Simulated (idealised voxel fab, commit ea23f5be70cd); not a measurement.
process module | voxel capacitor over wiring
In the cross-section labelled cut, the width is 205 nm and each square cell is 5 nm.
A cross-section in this document is a grid of square cells, and it is written down as bands, the top band listed before the ones below it; a band is made up of one or more rows of cells. The band entry comprises the height of the band's top followed by the height of its bottom, expressed in nm, and subsequently the band's materials from left to right, each stated together with its width in nm. Where a single material is marked with the word "edge to edge", that material fills the band from edge to edge. The word "empty" represents empty space. Counting heights begins at 0, where everything beneath is, in the wafer as received, one material. The lowest band has no bottom; it goes on downwards, as "z 0 and below" shows. Note: "30->40" means the width goes from the first number (top row of the band) to the second number (bottom row) in equal steps per row of cells. The designation "all unchanged", where it is given for a processing step, indicates that no cell of the cross-section was altered in the course of that step. Empty spaces without an open route to the top, at least 8 cells in extent, make up the entry "Closed void inventory"; each is given as width x height at distance, where the distance is measured from the left edge, and all are in nm. Text after the settings on a step's line: the simulator's own remark on that step. overlay nm: where the mask lay relative to plan, measured to the right, on steps with a mask; negatives go left. Below you will find pairs of cross-sections. In each, one shows the wafer before one process step and the other after it, with the after view ending at the lowest band that changed. Under each pair is the step separating them, along with its settings. Do not assume the pairs form a chain: they can come from different runs of this module on the same starting wafer, and a pair continues from the pair above it only when its "Pre-process state" entry says so.

# Pre-process state
- z 65 to 45 = SiO2: 55, then empty: 15, then SiO2: 135
- z 45 to 40 = SiCN: 55, then empty: 15, then SiCN: 135
- z 40 to 35 = SiCN: 50, then TiN: 20, then SiCN: 65, then TiN: 20, then SiCN: 50
- z 35 to 0 = SiO2 edge to edge
- z 0 and below = Si edge to edge
- Closed void inventory: none

# Step Result
- z 65 to 50 = SiO2: 55, then empty: 15, then SiO2: 135
- z 50 to 45 = SiO2: 55, then Ru: 15, then SiO2: 135
- z 45 to 40 = SiCN: 55, then Ru: 15, then SiCN: 135
- At heights below 40, the structure remains unaltered.
- Closed void inventory: none
Going from the before section above to the after section, the step was EPI: material Ru, thk nm 10

Pre-process state: see the after view in the pair directly above.

# Step Result
- z 65 to 60 = SiO2: 55, then empty: 15, then SiO2: 135
- z 60 to 45 = SiO2: 55, then Ru: 15, then SiO2: 135
- At heights below 45, the structure remains unaltered.
- Closed void inventory: none
Going from the before section above to the after section, the step was EPI: material Ru, thk nm 10

Pre-process state: see the after view in the pair directly above.

# Step Result
- z 65 to 45 = SiO2: 55, then Ru: 15, then SiO2: 135
- At heights below 45, the structure remains unaltered.
- Closed void inventory: none
Going from the before section above to the after section, the step was EPI: material Ru, thk nm 5

Pre-process state: see the after view in the pair directly above.

# Step Result
- z 70 to 65 = TiN edge to edge
- At heights below 65, the structure remains unaltered.
- Closed void inventory: none
Going from the before section above to the after section, the step was DIRECTIONAL_DEP: material TiN, thk nm 5

Pre-process state: see the after view in the pair directly above.

# Step Result
- z 75 to 70 = Al2O3 edge to edge
- At heights below 70, the structure remains unaltered.
- Closed void inventory: none
Going from the before section above to the after section, the step was DIRECTIONAL_DEP: material Al2O3, thk nm 5

Pre-process state: see the after view in the pair directly above.

# Step Result
- z 80 to 75 = TiN edge to edge
- At heights below 75, the structure remains unaltered.
- Closed void inventory: none
Going from the before section above to the after section, the step was DIRECTIONAL_DEP: material TiN, thk nm 5

Pre-process state: see the after view in the pair directly above.

# Step Result
- z 80 to 75 = empty: 55, then TiN: 70, then empty: 80
- At heights below 75, the structure remains unaltered.
- Closed void inventory: none
Going from the before section above to the after section, the step was MASKED_ETCH: tone cover, mask id UPPER_PLATE, width nm 70, etch materials TiN, depth nm 5, overlay nm 0

Pre-process state: see the after view in the pair directly above.

# Step Result
- z 80 to 75 = empty: 55, then TiN: 70, then empty: 80
- z 75 to 70 = empty: 55, then Al2O3: 70, then empty: 80
- At heights below 70, the structure remains unaltered.
- Closed void inventory: none
Going from the before section above to the after section, the step was MASKED_ETCH: tone cover, mask id UPPER_PLATE, width nm 70, etch materials Al2O3, depth nm 5, overlay nm 0

Pre-process state: see the after view in the pair directly above.

# Step Result
- z 80 to 75 = empty: 55, then TiN: 70, then empty: 80
- z 75 to 70 = empty: 55, then Al2O3: 70, then empty: 80
- z 70 to 65 = empty: 50, then TiN: 80, then empty: 75
- At heights below 65, the structure remains unaltered.
- Closed void inventory: none
Going from the before section above to the after section, the step was MASKED_ETCH: tone cover, mask id LOWER_PLATE, width nm 80, etch materials TiN, depth nm 5, overlay nm 0

Pre-process state: see the after view in the pair directly above.

# Step Result
- z 95 to 80 = SiO2 edge to edge
- z 80 to 75 = SiO2: 55, then TiN: 70, then SiO2: 80
- z 75 to 70 = SiO2: 55, then Al2O3: 70, then SiO2: 80
- z 70 to 65 = SiO2: 50, then TiN: 80, then SiO2: 75
- At heights below 65, the structure remains unaltered.
- Closed void inventory: none
Going from the before section above to the after section, the step was FILL_DEP: material SiO2, thk nm 15

Pre-process state: see the after view in the pair directly above.

# Step Result
- z 90 to 80 = SiO2 edge to edge
- At heights below 80, the structure remains unaltered.
- Closed void inventory: none
Going from the before section above to the after section, the step was CMP: height nm 90

Pre-process state: see the after view in the pair directly above.

# Step Result
- z 105 to 90 = aC edge to edge
- At heights below 90, the structure remains unaltered.
- Closed void inventory: none
Going from the before section above to the after section, the step was DIRECTIONAL_DEP: material aC, thk nm 15

Pre-process state: see the after view in the pair directly above.

# Step Result
- z 140 to 105 = resist: 65, then empty: 15, then resist: 125
- At heights below 105, the structure remains unaltered.
- Closed void inventory: none
Going from the before section above to the after section, the step was PATTERN: tone open, mask id PLUG_2, material resist, width nm 15, thk nm 35, overlay nm 0

Pre-process state: see the after view in the pair directly above.

# Step Result
- z 125 to 105 = resist: 65, then empty: 15, then resist: 125
- z 105 to 90 = aC: 65, then empty: 15, then aC: 125
- At heights below 90, the structure remains unaltered.
- Closed void inventory: none
Going from the before section above to the after section, the step was DIRECTIONAL_ETCH: etch materials aC, depth nm 15

Pre-process state: see the after view in the pair directly above.

# Step Result
- z 105 to 90 = aC: 65, then empty: 15, then aC: 125
- At heights below 90, the structure remains unaltered.
- Closed void inventory: none
Going from the before section above to the after section, the step was STRIP: etch materials resist

Pre-process state: see the after view in the pair directly above.

# Step Result
- z 105 to 90 = aC: 65, then empty: 15, then aC: 125
- z 90 to 80 = SiO2: 65, then empty: 15, then SiO2: 125
- At heights below 80, the structure remains unaltered.
- Closed void inventory: none
Going from the before section above to the after section, the step was DIRECTIONAL_ETCH: etch materials SiO2, depth nm 10

Pre-process state: see the after view in the pair directly above.

# Step Result
- z 90 to 80 = SiO2: 65, then empty: 15, then SiO2: 125
- At heights below 80, the structure remains unaltered.
- Closed void inventory: none
Going from the before section above to the after section, the step was STRIP: etch materials aC

Pre-process state: see the after view in the pair directly above.

# Step Result
- z 95 to 90 = TiN: 70, then empty: 5, then TiN: 130
- z 90 to 85 = SiO2: 65, then TiN: 5, then empty: 5, then TiN: 5, then SiO2: 125
- z 85 to 75 = SiO2: 65->55, then TiN: 15->70, then SiO2: 125->80
- At heights below 75, the structure remains unaltered.
- Closed void inventory: none
Going from the before section above to the after section, the step was CONFORMAL_DEP: material TiN, thk nm 5

Pre-process state: see the after view in the pair directly above.

# Step Result
- z 100 to 95 = Cu edge to edge
- z 95 to 90 = TiN: 70, then Cu: 5, then TiN: 130
- z 90 to 85 = SiO2: 65, then TiN: 5, then Cu: 5, then TiN: 5, then SiO2: 125
- At heights below 85, the structure remains unaltered.
- Closed void inventory: none
Going from the before section above to the after section, the step was FILL_DEP: material Cu, thk nm 5

Pre-process state: see the after view in the pair directly above.

# Step Result
- z 90 to 85 = SiO2: 65, then TiN: 5, then Cu: 5, then TiN: 5, then SiO2: 125
- At heights below 85, the structure remains unaltered.
- Closed void inventory: none
Going from the before section above to the after section, the step was CMP: height nm 90

Pre-process state: see the after view in the pair directly above.

# Step Result
- z 95 to 90 = SiCN edge to edge
- At heights below 90, the structure remains unaltered.
- Closed void inventory: none
Going from the before section above to the after section, the step was CONFORMAL_DEP: material SiCN, thk nm 5

# Pre-process state
- z 55 to 45 = Cu edge to edge
- z 45 to 40 = TiN: 55, then Cu: 10, then TiN: 75, then Cu: 10, then TiN: 55
- z 40 to 15 = SiO2: 50, then TiN: 5, then Cu: 10, then TiN: 5, then SiO2: 65, then TiN: 5, then Cu: 10, then TiN: 5, then SiO2: 50
- z 15 to 10 = SiCN: 50, then TiN: 20, then SiCN: 65, then TiN: 20, then SiCN: 50
- z 10 to 0 = SiO2 edge to edge
- z 0 and below = Si edge to edge
- Closed void inventory: none

# Step Result
- z 35 to 15 = SiO2: 50, then TiN: 5, then Cu: 10, then TiN: 5, then SiO2: 65, then TiN: 5, then Cu: 10, then TiN: 5, then SiO2: 50
- At heights below 15, the structure remains unaltered.
- Closed void inventory: none
Going from the before section above to the after section, the step was CMP: height nm 35

Pre-process state: see the after view in the pair directly above.

# Step Result
- z 40 to 35 = SiCN edge to edge
- At heights below 35, the structure remains unaltered.
- Closed void inventory: none
Going from the before section above to the after section, the step was CONFORMAL_DEP: material SiCN, thk nm 5

Pre-process state: see the after view in the pair directly above.

# Step Result
- z 60 to 40 = SiO2 edge to edge
- At heights below 40, the structure remains unaltered.
- Closed void inventory: none
Going from the before section above to the after section, the step was DIRECTIONAL_DEP: material SiO2, thk nm 20

Pre-process state: see the after view in the pair directly above.

# Step Result
- z 75 to 60 = aC edge to edge
- At heights below 60, the structure remains unaltered.
- Closed void inventory: none
Going from the before section above to the after section, the step was DIRECTIONAL_DEP: material aC, thk nm 15

Pre-process state: see the after view in the pair directly above.

# Step Result
- z 105 to 75 = resist: 55, then empty: 15, then resist: 135
- At heights below 75, the structure remains unaltered.
- Closed void inventory: none
Going from the before section above to the after section, the step was PATTERN: tone open, mask id PLUG_1, material resist, width nm 15, thk nm 30, overlay nm 0

Pre-process state: see the after view in the pair directly above.

# Step Result
- z 90 to 75 = resist: 55, then empty: 15, then resist: 135
- z 75 to 60 = aC: 55, then empty: 15, then aC: 135
- At heights below 60, the structure remains unaltered.
- Closed void inventory: none
Going from the before section above to the after section, the step was DIRECTIONAL_ETCH: etch materials aC, depth nm 15

Pre-process state: see the after view in the pair directly above.

# Step Result
- z 75 to 60 = aC: 55, then empty: 15, then aC: 135
- At heights below 60, the structure remains unaltered.
- Closed void inventory: none
Going from the before section above to the after section, the step was STRIP: etch materials resist

Pre-process state: see the after view in the pair directly above.

# Step Result
- z 75 to 60 = aC: 55, then empty: 15, then aC: 135
- z 60 to 40 = SiO2: 55, then empty: 15, then SiO2: 135
- At heights below 40, the structure remains unaltered.
- Closed void inventory: none
Going from the before section above to the after section, the step was DIRECTIONAL_ETCH: etch materials SiO2, depth nm 20

Pre-process state: see the after view in the pair directly above.

# Step Result
- z 75 to 60 = aC: 55, then empty: 15, then aC: 135
- z 60 to 40 = SiO2: 55, then empty: 15, then SiO2: 135
- z 40 to 35 = SiCN: 55, then empty: 15, then SiCN: 135
- At heights below 35, the structure remains unaltered.
- Closed void inventory: none
Going from the before section above to the after section, the step was DIRECTIONAL_ETCH: etch materials SiCN, depth nm 5

Pre-process state: see the after view in the pair directly above.

# Step Result
- z 60 to 40 = SiO2: 55, then empty: 15, then SiO2: 135
- At heights below 40, the structure remains unaltered.
- Closed void inventory: none
Going from the before section above to the after section, the step was STRIP: etch materials aC

Pre-process state: see the after view in the pair directly above.

# Step Result
- z 60 to 45 = SiO2: 55, then empty: 15, then SiO2: 135
- z 45 to 40 = SiO2: 55, then Ru: 15, then SiO2: 135
- z 40 to 35 = SiCN: 55, then Ru: 15, then SiCN: 135
- At heights below 35, the structure remains unaltered.
- Closed void inventory: none
Going from the before section above to the after section, the step was EPI: material Ru, thk nm 10

Pre-process state: see the after view in the pair directly above.

# Step Result
- z 60 to 55 = SiO2: 55, then empty: 15, then SiO2: 135
- z 55 to 40 = SiO2: 55, then Ru: 15, then SiO2: 135
- At heights below 40, the structure remains unaltered.
- Closed void inventory: none
Going from the before section above to the after section, the step was EPI: material Ru, thk nm 10

Pre-process state: see the after view in the pair directly above.

# Step Result
- z 60 to 40 = SiO2: 55, then Ru: 15, then SiO2: 135
- At heights below 40, the structure remains unaltered.
- Closed void inventory: none
Going from the before section above to the after section, the step was EPI: material Ru, thk nm 5

Pre-process state: see the after view in the pair directly above.

# Step Result
- z 65 to 60 = TiN edge to edge
- At heights below 60, the structure remains unaltered.
- Closed void inventory: none
Going from the before section above to the after section, the step was DIRECTIONAL_DEP: material TiN, thk nm 5

Pre-process state: see the after view in the pair directly above.

# Step Result
- z 70 to 65 = Al2O3 edge to edge
- At heights below 65, the structure remains unaltered.
- Closed void inventory: none
Going from the before section above to the after section, the step was DIRECTIONAL_DEP: material Al2O3, thk nm 5

Pre-process state: see the after view in the pair directly above.

# Step Result
- z 75 to 70 = TiN edge to edge
- At heights below 70, the structure remains unaltered.
- Closed void inventory: none
Going from the before section above to the after section, the step was DIRECTIONAL_DEP: material TiN, thk nm 5

Pre-process state: see the after view in the pair directly above.

# Step Result
- z 75 to 70 = empty: 55, then TiN: 70, then empty: 80
- At heights below 70, the structure remains unaltered.
- Closed void inventory: none
Going from the before section above to the after section, the step was MASKED_ETCH: tone cover, mask id UPPER_PLATE, width nm 70, etch materials TiN, depth nm 5, overlay nm 0

Pre-process state: see the after view in the pair directly above.

# Step Result
- z 75 to 70 = empty: 55, then TiN: 70, then empty: 80
- z 70 to 65 = empty: 55, then Al2O3: 70, then empty: 80
- At heights below 65, the structure remains unaltered.
- Closed void inventory: none
Going from the before section above to the after section, the step was MASKED_ETCH: tone cover, mask id UPPER_PLATE, width nm 70, etch materials Al2O3, depth nm 5, overlay nm 0

Pre-process state: see the after view in the pair directly above.

# Step Result
- z 75 to 70 = empty: 55, then TiN: 70, then empty: 80
- z 70 to 65 = empty: 55, then Al2O3: 70, then empty: 80
- z 65 to 60 = empty: 50, then TiN: 80, then empty: 75
- At heights below 60, the structure remains unaltered.
- Closed void inventory: none
Going from the before section above to the after section, the step was MASKED_ETCH: tone cover, mask id LOWER_PLATE, width nm 80, etch materials TiN, depth nm 5, overlay nm 0

Pre-process state: see the after view in the pair directly above.

# Step Result
- z 90 to 75 = SiO2 edge to edge
- z 75 to 70 = SiO2: 55, then TiN: 70, then SiO2: 80
- z 70 to 65 = SiO2: 55, then Al2O3: 70, then SiO2: 80
- z 65 to 60 = SiO2: 50, then TiN: 80, then SiO2: 75
- At heights below 60, the structure remains unaltered.
- Closed void inventory: none
Going from the before section above to the after section, the step was FILL_DEP: material SiO2, thk nm 15

Pre-process state: see the after view in the pair directly above.

# Step Result
- z 105 to 90 = aC edge to edge
- At heights below 90, the structure remains unaltered.
- Closed void inventory: none
Going from the before section above to the after section, the step was DIRECTIONAL_DEP: material aC, thk nm 15

Pre-process state: see the after view in the pair directly above.

# Step Result
- z 140 to 105 = resist: 65, then empty: 15, then resist: 125
- At heights below 105, the structure remains unaltered.
- Closed void inventory: none
Going from the before section above to the after section, the step was PATTERN: tone open, mask id PLUG_2, material resist, width nm 15, thk nm 35, overlay nm 0

Pre-process state: see the after view in the pair directly above.

# Step Result
- z 125 to 105 = resist: 65, then empty: 15, then resist: 125
- z 105 to 90 = aC: 65, then empty: 15, then aC: 125
- At heights below 90, the structure remains unaltered.
- Closed void inventory: none
Going from the before section above to the after section, the step was DIRECTIONAL_ETCH: etch materials aC, depth nm 15

Pre-process state: see the after view in the pair directly above.

# Step Result
- z 105 to 90 = aC: 65, then empty: 15, then aC: 125
- At heights below 90, the structure remains unaltered.
- Closed void inventory: none
Going from the before section above to the after section, the step was STRIP: etch materials resist

Pre-process state: see the after view in the pair directly above.

# Step Result
- z 105 to 90 = aC: 65, then empty: 15, then aC: 125
- z 90 to 80 = SiO2: 65, then empty: 15, then SiO2: 125
- At heights below 80, the structure remains unaltered.
- Closed void inventory: none
Going from the before section above to the after section, the step was DIRECTIONAL_ETCH: etch materials SiO2, depth nm 10

Pre-process state: see the after view in the pair directly above.

# Step Result
- z 90 to 80 = SiO2: 65, then empty: 15, then SiO2: 125
- At heights below 80, the structure remains unaltered.
- Closed void inventory: none
Going from the before section above to the after section, the step was STRIP: etch materials aC

Pre-process state: see the after view in the pair directly above.

# Step Result
- z 95 to 90 = TiN: 70, then empty: 5, then TiN: 130
- z 90 to 85 = SiO2: 65, then TiN: 5, then empty: 5, then TiN: 5, then SiO2: 125
- z 85 to 80 = SiO2: 65, then TiN: 15, then SiO2: 125
- At heights below 80, the structure remains unaltered.
- Closed void inventory: none
Going from the before section above to the after section, the step was CONFORMAL_DEP: material TiN, thk nm 5

Pre-process state: see the after view in the pair directly above.

# Step Result
- z 100 to 95 = Cu edge to edge
- z 95 to 90 = TiN: 70, then Cu: 5, then TiN: 130
- z 90 to 85 = SiO2: 65, then TiN: 5, then Cu: 5, then TiN: 5, then SiO2: 125
- At heights below 85, the structure remains unaltered.
- Closed void inventory: none
Going from the before section above to the after section, the step was FILL_DEP: material Cu, thk nm 5

Pre-process state: see the after view in the pair directly above.

# Step Result
- z 90 to 85 = SiO2: 65, then TiN: 5, then Cu: 5, then TiN: 5, then SiO2: 125
- At heights below 85, the structure remains unaltered.
- Closed void inventory: none
Going from the before section above to the after section, the step was CMP: height nm 90

Pre-process state: see the after view in the pair directly above.

# Step Result
- z 95 to 90 = SiCN edge to edge
- At heights below 90, the structure remains unaltered.
- Closed void inventory: none
Going from the before section above to the after section, the step was CONFORMAL_DEP: material SiCN, thk nm 5

# Pre-process state
- z 105 to 90 = aC edge to edge
- z 90 to 80 = SiO2 edge to edge
- z 80 to 75 = SiO2: 55, then TiN: 70, then SiO2: 80
- z 75 to 70 = SiO2: 55, then Al2O3: 70, then SiO2: 80
- z 70 to 65 = SiO2: 50, then TiN: 80, then SiO2: 75
- z 65 to 45 = SiO2: 55, then Ru: 15, then SiO2: 135
- z 45 to 40 = SiCN: 55, then Ru: 15, then SiCN: 135
- z 40 to 15 = SiO2: 50, then TiN: 5, then Cu: 10, then TiN: 5, then SiO2: 65, then TiN: 5, then Cu: 10, then TiN: 5, then SiO2: 50
- z 15 to 10 = SiCN: 50, then TiN: 20, then SiCN: 65, then TiN: 20, then SiCN: 50
- z 10 to 0 = SiO2 edge to edge
- z 0 and below = Si edge to edge
- Closed void inventory: none

# Step Result
- z 140 to 105 = resist: 65, then empty: 20, then resist: 120
- At heights below 105, the structure remains unaltered.
- Closed void inventory: none
Going from the before section above to the after section, the step was PATTERN: tone open, mask id PLUG_2, material resist, width nm 20, thk nm 35, overlay nm 0

Pre-process state: see the after view in the pair directly above.

# Step Result
- z 125 to 105 = resist: 65, then empty: 20, then resist: 120
- z 105 to 90 = aC: 65, then empty: 20, then aC: 120
- At heights below 90, the structure remains unaltered.
- Closed void inventory: none
Going from the before section above to the after section, the step was DIRECTIONAL_ETCH: etch materials aC, depth nm 15

Pre-process state: see the after view in the pair directly above.

# Step Result
- z 105 to 90 = aC: 65, then empty: 20, then aC: 120
- At heights below 90, the structure remains unaltered.
- Closed void inventory: none
Going from the before section above to the after section, the step was STRIP: etch materials resist

Pre-process state: see the after view in the pair directly above.

# Step Result
- z 105 to 90 = aC: 65, then empty: 20, then aC: 120
- z 90 to 80 = SiO2: 65, then empty: 20, then SiO2: 120
- At heights below 80, the structure remains unaltered.
- Closed void inventory: none
Going from the before section above to the after section, the step was DIRECTIONAL_ETCH: etch materials SiO2, depth nm 10

Pre-process state: see the after view in the pair directly above.

# Step Result
- z 90 to 80 = SiO2: 65, then empty: 20, then SiO2: 120
- At heights below 80, the structure remains unaltered.
- Closed void inventory: none
Going from the before section above to the after section, the step was STRIP: etch materials aC

Pre-process state: see the after view in the pair directly above.

# Step Result
- z 95 to 90 = TiN: 70, then empty: 10, then TiN: 125
- z 90 to 85 = SiO2: 65, then TiN: 5, then empty: 10, then TiN: 5, then SiO2: 120
- z 85 to 75 = SiO2: 65->55, then TiN: 20->70, then SiO2: 120->80
- At heights below 75, the structure remains unaltered.
- Closed void inventory: none
Going from the before section above to the after section, the step was CONFORMAL_DEP: material TiN, thk nm 5

Pre-process state: see the after view in the pair directly above.

# Step Result
- z 100 to 95 = Cu edge to edge
- z 95 to 90 = TiN: 70, then Cu: 10, then TiN: 125
- z 90 to 85 = SiO2: 65, then TiN: 5, then Cu: 10, then TiN: 5, then SiO2: 120
- At heights below 85, the structure remains unaltered.
- Closed void inventory: none
Going from the before section above to the after section, the step was FILL_DEP: material Cu, thk nm 5

Pre-process state: see the after view in the pair directly above.

# Step Result
- z 90 to 85 = SiO2: 65, then TiN: 5, then Cu: 10, then TiN: 5, then SiO2: 120
- At heights below 85, the structure remains unaltered.
- Closed void inventory: none
Going from the before section above to the after section, the step was CMP: height nm 90

Pre-process state: see the after view in the pair directly above.

# Step Result
- z 95 to 90 = SiCN edge to edge
- At heights below 90, the structure remains unaltered.
- Closed void inventory: none
Going from the before section above to the after section, the step was CONFORMAL_DEP: material SiCN, thk nm 5

# Pre-process state
- z 80 to 65 = aC edge to edge
- z 65 to 45 = SiO2 edge to edge
- z 45 to 40 = SiCN edge to edge
- z 40 to 15 = SiO2: 50, then TiN: 5, then Cu: 10, then TiN: 5, then SiO2: 65, then TiN: 5, then Cu: 10, then TiN: 5, then SiO2: 50
- z 15 to 10 = SiCN: 50, then TiN: 20, then SiCN: 65, then TiN: 20, then SiCN: 50
- z 10 to 0 = SiO2 edge to edge
- z 0 and below = Si edge to edge
- Closed void inventory: none

# Step Result
- z 110 to 80 = resist: 60, then empty: 15, then resist: 130
- At heights below 80, the structure remains unaltered.
- Closed void inventory: none
Going from the before section above to the after section, the step was PATTERN: tone open, mask id PLUG_1, material resist, width nm 15, thk nm 30, overlay nm 5

Pre-process state: see the after view in the pair directly above.

# Step Result
- z 95 to 80 = resist: 60, then empty: 15, then resist: 130
- z 80 to 65 = aC: 60, then empty: 15, then aC: 130
- At heights below 65, the structure remains unaltered.
- Closed void inventory: none
Going from the before section above to the after section, the step was DIRECTIONAL_ETCH: etch materials aC, depth nm 15

Pre-process state: see the after view in the pair directly above.

# Step Result
- z 80 to 65 = aC: 60, then empty: 15, then aC: 130
- At heights below 65, the structure remains unaltered.
- Closed void inventory: none
Going from the before section above to the after section, the step was STRIP: etch materials resist

Pre-process state: see the after view in the pair directly above.

# Step Result
- z 80 to 65 = aC: 60, then empty: 15, then aC: 130
- z 65 to 45 = SiO2: 60, then empty: 15, then SiO2: 130
- At heights below 45, the structure remains unaltered.
- Closed void inventory: none
Going from the before section above to the after section, the step was DIRECTIONAL_ETCH: etch materials SiO2, depth nm 20

Pre-process state: see the after view in the pair directly above.

# Step Result
- z 80 to 65 = aC: 60, then empty: 15, then aC: 130
- z 65 to 45 = SiO2: 60, then empty: 15, then SiO2: 130
- z 45 to 40 = SiCN: 60, then empty: 15, then SiCN: 130
- At heights below 40, the structure remains unaltered.
- Closed void inventory: none
Going from the before section above to the after section, the step was DIRECTIONAL_ETCH: etch materials SiCN, depth nm 5

Pre-process state: see the after view in the pair directly above.

# Step Result
- z 65 to 45 = SiO2: 60, then empty: 15, then SiO2: 130
- At heights below 45, the structure remains unaltered.
- Closed void inventory: none
Going from the before section above to the after section, the step was STRIP: etch materials aC

Pre-process state: see the after view in the pair directly above.

# Step Result
- z 65 to 50 = SiO2: 60, then empty: 15, then SiO2: 130
- z 50 to 45 = SiO2: 60, then Ru: 15, then SiO2: 130
- z 45 to 40 = SiCN: 60, then Ru: 15, then SiCN: 130
- At heights below 40, the structure remains unaltered.
- Closed void inventory: none
Going from the before section above to the after section, the step was EPI: material Ru, thk nm 10

Pre-process state: see the after view in the pair directly above.

# Step Result
- z 65 to 60 = SiO2: 60, then empty: 15, then SiO2: 130
- z 60 to 45 = SiO2: 60, then Ru: 15, then SiO2: 130
- At heights below 45, the structure remains unaltered.
- Closed void inventory: none
Going from the before section above to the after section, the step was EPI: material Ru, thk nm 10

Pre-process state: see the after view in the pair directly above.

# Step Result
- z 65 to 45 = SiO2: 60, then Ru: 15, then SiO2: 130
- At heights below 45, the structure remains unaltered.
- Closed void inventory: none
Going from the before section above to the after section, the step was EPI: material Ru, thk nm 5

Pre-process state: see the after view in the pair directly above.

# Step Result
- z 70 to 65 = TiN edge to edge
- At heights below 65, the structure remains unaltered.
- Closed void inventory: none
Going from the before section above to the after section, the step was DIRECTIONAL_DEP: material TiN, thk nm 5

Pre-process state: see the after view in the pair directly above.

# Step Result
- z 75 to 70 = Al2O3 edge to edge
- At heights below 70, the structure remains unaltered.
- Closed void inventory: none
Going from the before section above to the after section, the step was DIRECTIONAL_DEP: material Al2O3, thk nm 5

Pre-process state: see the after view in the pair directly above.

# Step Result
- z 80 to 75 = TiN edge to edge
- At heights below 75, the structure remains unaltered.
- Closed void inventory: none
Going from the before section above to the after section, the step was DIRECTIONAL_DEP: material TiN, thk nm 5

Pre-process state: see the after view in the pair directly above.

# Step Result
- z 80 to 75 = empty: 55, then TiN: 70, then empty: 80
- At heights below 75, the structure remains unaltered.
- Closed void inventory: none
Going from the before section above to the after section, the step was MASKED_ETCH: tone cover, mask id UPPER_PLATE, width nm 70, etch materials TiN, depth nm 5, overlay nm 0

Pre-process state: see the after view in the pair directly above.

# Step Result
- z 80 to 75 = empty: 55, then TiN: 70, then empty: 80
- z 75 to 70 = empty: 55, then Al2O3: 70, then empty: 80
- At heights below 70, the structure remains unaltered.
- Closed void inventory: none
Going from the before section above to the after section, the step was MASKED_ETCH: tone cover, mask id UPPER_PLATE, width nm 70, etch materials Al2O3, depth nm 5, overlay nm 0

Pre-process state: see the after view in the pair directly above.

# Step Result
- z 80 to 75 = empty: 55, then TiN: 70, then empty: 80
- z 75 to 70 = empty: 55, then Al2O3: 70, then empty: 80
- z 70 to 65 = empty: 50, then TiN: 80, then empty: 75
- At heights below 65, the structure remains unaltered.
- Closed void inventory: none
Going from the before section above to the after section, the step was MASKED_ETCH: tone cover, mask id LOWER_PLATE, width nm 80, etch materials TiN, depth nm 5, overlay nm 0

Pre-process state: see the after view in the pair directly above.

# Step Result
- z 95 to 80 = SiO2 edge to edge
- z 80 to 75 = SiO2: 55, then TiN: 70, then SiO2: 80
- z 75 to 70 = SiO2: 55, then Al2O3: 70, then SiO2: 80
- z 70 to 65 = SiO2: 50, then TiN: 80, then SiO2: 75
- At heights below 65, the structure remains unaltered.
- Closed void inventory: none
Going from the before section above to the after section, the step was FILL_DEP: material SiO2, thk nm 15

Pre-process state: see the after view in the pair directly above.

# Step Result
- z 90 to 80 = SiO2 edge to edge
- At heights below 80, the structure remains unaltered.
- Closed void inventory: none
Going from the before section above to the after section, the step was CMP: height nm 90

Pre-process state: see the after view in the pair directly above.

# Step Result
- z 105 to 90 = aC edge to edge
- At heights below 90, the structure remains unaltered.
- Closed void inventory: none
Going from the before section above to the after section, the step was DIRECTIONAL_DEP: material aC, thk nm 15

Pre-process state: see the after view in the pair directly above.

# Step Result
- z 140 to 105 = resist: 65, then empty: 15, then resist: 125
- At heights below 105, the structure remains unaltered.
- Closed void inventory: none
Going from the before section above to the after section, the step was PATTERN: tone open, mask id PLUG_2, material resist, width nm 15, thk nm 35, overlay nm 0

Pre-process state: see the after view in the pair directly above.

# Step Result
- z 125 to 105 = resist: 65, then empty: 15, then resist: 125
- z 105 to 90 = aC: 65, then empty: 15, then aC: 125
- At heights below 90, the structure remains unaltered.
- Closed void inventory: none
Going from the before section above to the after section, the step was DIRECTIONAL_ETCH: etch materials aC, depth nm 15

Pre-process state: see the after view in the pair directly above.

# Step Result
- z 105 to 90 = aC: 65, then empty: 15, then aC: 125
- At heights below 90, the structure remains unaltered.
- Closed void inventory: none
Going from the before section above to the after section, the step was STRIP: etch materials resist

Pre-process state: see the after view in the pair directly above.

# Step Result
- z 105 to 90 = aC: 65, then empty: 15, then aC: 125
- z 90 to 80 = SiO2: 65, then empty: 15, then SiO2: 125
- At heights below 80, the structure remains unaltered.
- Closed void inventory: none
Going from the before section above to the after section, the step was DIRECTIONAL_ETCH: etch materials SiO2, depth nm 10

Pre-process state: see the after view in the pair directly above.

# Step Result
- z 90 to 80 = SiO2: 65, then empty: 15, then SiO2: 125
- At heights below 80, the structure remains unaltered.
- Closed void inventory: none
Going from the before section above to the after section, the step was STRIP: etch materials aC

Pre-process state: see the after view in the pair directly above.

# Step Result
- z 95 to 90 = TiN: 70, then empty: 5, then TiN: 130
- z 90 to 85 = SiO2: 65, then TiN: 5, then empty: 5, then TiN: 5, then SiO2: 125
- z 85 to 75 = SiO2: 65->55, then TiN: 15->70, then SiO2: 125->80
- At heights below 75, the structure remains unaltered.
- Closed void inventory: none
Going from the before section above to the after section, the step was CONFORMAL_DEP: material TiN, thk nm 5

Pre-process state: see the after view in the pair directly above.

# Step Result
- z 100 to 95 = Cu edge to edge
- z 95 to 90 = TiN: 70, then Cu: 5, then TiN: 130
- z 90 to 85 = SiO2: 65, then TiN: 5, then Cu: 5, then TiN: 5, then SiO2: 125
- At heights below 85, the structure remains unaltered.
- Closed void inventory: none
Going from the before section above to the after section, the step was FILL_DEP: material Cu, thk nm 5

Pre-process state: see the after view in the pair directly above.

# Step Result
- z 90 to 85 = SiO2: 65, then TiN: 5, then Cu: 5, then TiN: 5, then SiO2: 125
- At heights below 85, the structure remains unaltered.
- Closed void inventory: none
Going from the before section above to the after section, the step was CMP: height nm 90

Pre-process state: see the after view in the pair directly above.

# Step Result
- z 95 to 90 = SiCN edge to edge
- At heights below 90, the structure remains unaltered.
- Closed void inventory: none
Going from the before section above to the after section, the step was CONFORMAL_DEP: material SiCN, thk nm 5

# Pre-process state
- z 65 to 45 = SiO2: 55, then Ru: 15, then SiO2: 135
- z 45 to 40 = SiCN: 55, then Ru: 15, then SiCN: 135
- z 40 to 15 = SiO2: 50, then TiN: 5, then Cu: 10, then TiN: 5, then SiO2: 65, then TiN: 5, then Cu: 10, then TiN: 5, then SiO2: 50
- z 15 to 10 = SiCN: 50, then TiN: 20, then SiCN: 65, then TiN: 20, then SiCN: 50
- z 10 to 0 = SiO2 edge to edge
- z 0 and below = Si edge to edge
- Closed void inventory: none

# Step Result
- z 70 to 65 = SiCN edge to edge
- At heights below 65, the structure remains unaltered.
- Closed void inventory: none
Going from the before section above to the after section, the step was DIRECTIONAL_DEP: material SiCN, thk nm 5
